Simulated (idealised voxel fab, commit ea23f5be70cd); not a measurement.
The process module presented herein is designated voxel ribs on slabs.
This is section cut - it's 200 nm across, gridded in 5 nm square cells.
Reading order for cross-sections: top band down to bottom band. Underlying form: a grid of square cells. Band size: one or more rows of cells. In this notation a band is specified by the heights of its top and bottom, in that order and in nm, after which its materials appear from left to right, each paired with its width in nm. The word "edge to edge" attached to a single material means that material fills the band from edge to edge; the word "air" stands for empty space. All heights in this document are referenced to 0, defined as the level beneath which the wafer, as received, consists entirely of one material. The lowest band is not bounded below; it extends indefinitely downward and is written in the form "0 -> down". The notation "30..40" denotes a width that varies across the rows of cells in the band, beginning at the first number in the top row, finishing at the second number in the bottom row, and changing by an identical amount from each row to the next. No cell of the cross-section changed in a step that is given as "no alterations made". "Fully enclosed voids" means: voids of 8 cells or more that are shut off from the top with no open way through. Written width x height at distance, distance from the left edge, in nm. It should be noted that, on the line of a given step, the content following the step's settings is a remark produced by the simulator itself with respect to that step. overlay nm, on a step with a mask: how far to the right of its planned place the mask lay; to the left if negative.

The planned process steps are enumerated hereunder
step 1: RECEIVE with material Si
step 2: DIRECTIONAL_DEP with material SiO2, thk nm 30
step 3: DIRECTIONAL_DEP with material polySi, thk nm 15
step 4: MASKED_ETCH with tone cover, mask id RIB, width nm 15, etch materials polySi, depth nm 10, overlay nm 0
step 5: PATTERN with tone cover, mask id SLAB, material resist, width nm 55, thk nm 15, overlay nm 0
step 6: DIRECTIONAL_ETCH with etch materials polySi, depth nm 5
step 7: STRIP with etch materials resist
step 8: FILL_DEP with material SiO2, thk nm 20
step 9: CMP with height nm 55
step 10: DIRECTIONAL_DEP with material W, thk nm 5
step 11: MASKED_ETCH with tone cover, mask id HEATER, width nm 25, etch materials W, depth nm 5, overlay nm 0
step 12: CONFORMAL_DEP with material SiN, thk nm 5

The cross-section here shows the wafer as received, i.e. in its state after step 1
0 -> down: Si edge to edge
Fully enclosed voids: none

Looking at the first of two wafers in cross-section at end of module - ran to plan
65 -> 60: air=80, then SiN=35, then air=85
60 -> 55: SiN=85, then W=25, then SiN=90
55 -> 45: SiO2 edge to edge
45 -> 35: SiO2=90, then polySi=15, then SiO2=95
35 -> 30: SiO2=70, then polySi=55, then SiO2=75
30 -> 0: SiO2 edge to edge
0 -> down: Si edge to edge
Fully enclosed voids: none

Cross-sectional view of the second of two wafers upon completion of the module. This wafer shared its starting condition and process plan with the first; one error was made during its execution
65 -> 60: air=85, then SiN=25, then air=90
60 -> 55: SiN=90, then W=15, then SiN=95
55 -> 45: SiO2 edge to edge
45 -> 35: SiO2=90, then polySi=15, then SiO2=95
35 -> 30: SiO2=70, then polySi=55, then SiO2=75
30 -> 0: SiO2 edge to edge
0 -> down: Si edge to edge
Fully enclosed voids: none
Deviation from plan: step 11 was run on a setting that differed from the plan, and what really ran there is MASKED_ETCH with tone cover, mask id HEATER, width nm 15, etch materials W, depth nm 5, overlay nm 0
Final tally in cells, some materials are higher or lower on the second wafer than on the first: W -2
